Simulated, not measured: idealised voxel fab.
Module name: voxel wiring stack (process module)
For reference, the cross-section in this document is cut, with width 290 nm and square cells of 5 nm.
Cross-section layout: square cells on a grid; listed as bands, top to bottom; a band spans one or more cell rows.
Band entry format. Leading values: height of top, height of bottom, nm. Remainder: materials in left-to-right order, each with its width in nm. Special words: "everywhere" on a single material, which then fills the band edge to edge; "empty", empty space.
It should be noted that heights are counted from 0, beneath which the wafer as supplied is of one material throughout, and that the lowest band possesses no lower boundary but continues downward, as written in "from 0 down".
So if you see something like "30 to 40" for the width, read it as the top row of the band sitting at the first number and the bottom row at the second, with every row in between moving by the same amount as the last.
Basically "everything unchanged" means that step didn't change any cell in the cross-section.
The label "Listed closed voids" introduces a list of the empty spaces, 8 cells or larger, that have no open way up to the top; each entry in it reads width x height at distance, where the distance is taken from the left edge and all three are stated in nm.
Read whatever lies past the settings on a step's line as the simulator's own remark about the step.
"overlay nm" denotes, for a step that has a mask, the displacement of the mask to the right of its planned place, with negative values corresponding to the left.
Process steps (planned):
step 1: RECEIVE (material Si)
step 2: CONFORMAL_DEP (material SiO2; thk nm 15)
step 3: DIRECTIONAL_DEP (material TiN; thk nm 5)
step 4: DIRECTIONAL_DEP (material Ru; thk nm 25)
step 5: PATTERN (tone cover; mask id METAL_1; material resist; width nm 30; pitch nm 50; thk nm 20; overlay nm 0)
step 6: DIRECTIONAL_ETCH (etch materials Ru; depth nm 25)
step 7: DIRECTIONAL_ETCH (etch materials TiN; depth nm 5)
step 8: STRIP (etch materials resist)
step 9: FILL_DEP (material lowk; thk nm 10)
step 10: CMP (height nm 45)
step 11: CONFORMAL_DEP (material SiCN; thk nm 5)
step 12: DIRECTIONAL_DEP (material lowk; thk nm 20)
step 13: MASKED_ETCH (tone open; mask id PLUG_1; width nm 15; pitch nm 50; etch materials lowk; depth nm 20; overlay nm 0)
step 14: MASKED_ETCH (tone open; mask id PLUG_1; width nm 15; pitch nm 50; etch materials SiCN; depth nm 5; overlay nm 0)
step 15: CONFORMAL_DEP (material TiN; thk nm 5)
step 16: FILL_DEP (material Cu; thk nm 5)
step 17: CMP (height nm 70)
step 18: DIRECTIONAL_DEP (material TiN; thk nm 5)
step 19: DIRECTIONAL_DEP (material Ru; thk nm 15)
step 20: DIRECTIONAL_DEP (material aC; thk nm 15)
step 21: PATTERN (tone cover; mask id METAL_2; material resist; width nm 30; pitch nm 50; thk nm 30; overlay nm 0)
step 22: DIRECTIONAL_ETCH (etch materials aC; depth nm 15)
step 23: STRIP (etch materials resist)
step 24: DIRECTIONAL_ETCH (etch materials Ru; depth nm 15)
step 25: DIRECTIONAL_ETCH (etch materials TiN; depth nm 5)
step 26: STRIP (etch materials aC)
step 27: CONFORMAL_DEP (material SiCN; thk nm 5)
step 28: FILL_DEP (material lowk; thk nm 10)
step 29: CMP (height nm 90)
step 30: CONFORMAL_DEP (material SiN; thk nm 5)
Cross-section of the wafer upon arrival, representing the state reached after step 1:
> from 0 down = Si everywhere
> Listed closed voids: none
Post-module cross-section of the first of two wafers (run per plan):
> from 95 to 90 = SiN everywhere
> from 90 to 75 = lowk 100 nm, SiCN 5 nm, Ru 30 nm, SiCN 5 nm, lowk 10 nm, SiCN 5 nm, Ru 30 nm, SiCN 5 nm, lowk 100 nm
> from 75 to 70 = SiCN 105 nm, TiN 30 nm, SiCN 20 nm, TiN 30 nm, SiCN 105 nm
> from 70 to 50 = lowk 105 nm, TiN 5 nm, Cu 5 nm, TiN 5 nm, lowk 35 nm, TiN 5 nm, Cu 5 nm, TiN 5 nm, lowk 120 nm
> from 50 to 45 = SiCN 105 nm, TiN 15 nm, SiCN 35 nm, TiN 15 nm, SiCN 120 nm
> from 45 to 20 = lowk 105 nm, Ru 30 nm, lowk 20 nm, Ru 30 nm, lowk 105 nm
> from 20 to 15 = lowk 105 nm, TiN 30 nm, lowk 20 nm, TiN 30 nm, lowk 105 nm
> from 15 to 0 = SiO2 everywhere
> from 0 down = Si everywhere
> Listed closed voids: none
Second wafer through the module, sectioned at the end: same beginning and same plan as the first wafer, with one mistake in carrying it out:
> from 95 to 90 = SiN everywhere
> from 90 to 75 = lowk 100 nm, SiCN 5 nm, Ru 30 nm, SiCN 5 nm, lowk 10 nm, SiCN 5 nm, Ru 30 nm, SiCN 5 nm, lowk 100 nm
> from 75 to 70 = SiCN 105 nm, TiN 30 nm, SiCN 20 nm, TiN 30 nm, SiCN 105 nm
> from 70 to 55 = Cu 100 nm, TiN 5 nm, lowk 15 nm, TiN 5 nm, Cu 25 nm, TiN 5 nm, lowk 15 nm, TiN 5 nm, Cu 115 nm
> from 55 to 50 = TiN 105 nm, lowk 15 nm, TiN 35 nm, lowk 15 nm, TiN 120 nm
> from 50 to 45 = SiCN everywhere
> from 45 to 20 = lowk 105 nm, Ru 30 nm, lowk 20 nm, Ru 30 nm, lowk 105 nm
> from 20 to 15 = lowk 105 nm, TiN 30 nm, lowk 20 nm, TiN 30 nm, lowk 105 nm
> from 15 to 0 = SiO2 everywhere
> from 0 down = Si everywhere
> Listed closed voids: none
Error vs. plan: heads up, step 13 didn't go per plan, it actually ran as MASKED_ETCH (tone cover; mask id PLUG_1; width nm 15; pitch nm 50; etch materials lowk; depth nm 20; overlay nm 0)
Heads up, by the end the second wafer has more or fewer cells of some materials compared to the first: Cu +136 | SiCN +6 | TiN +42 | lowk -184
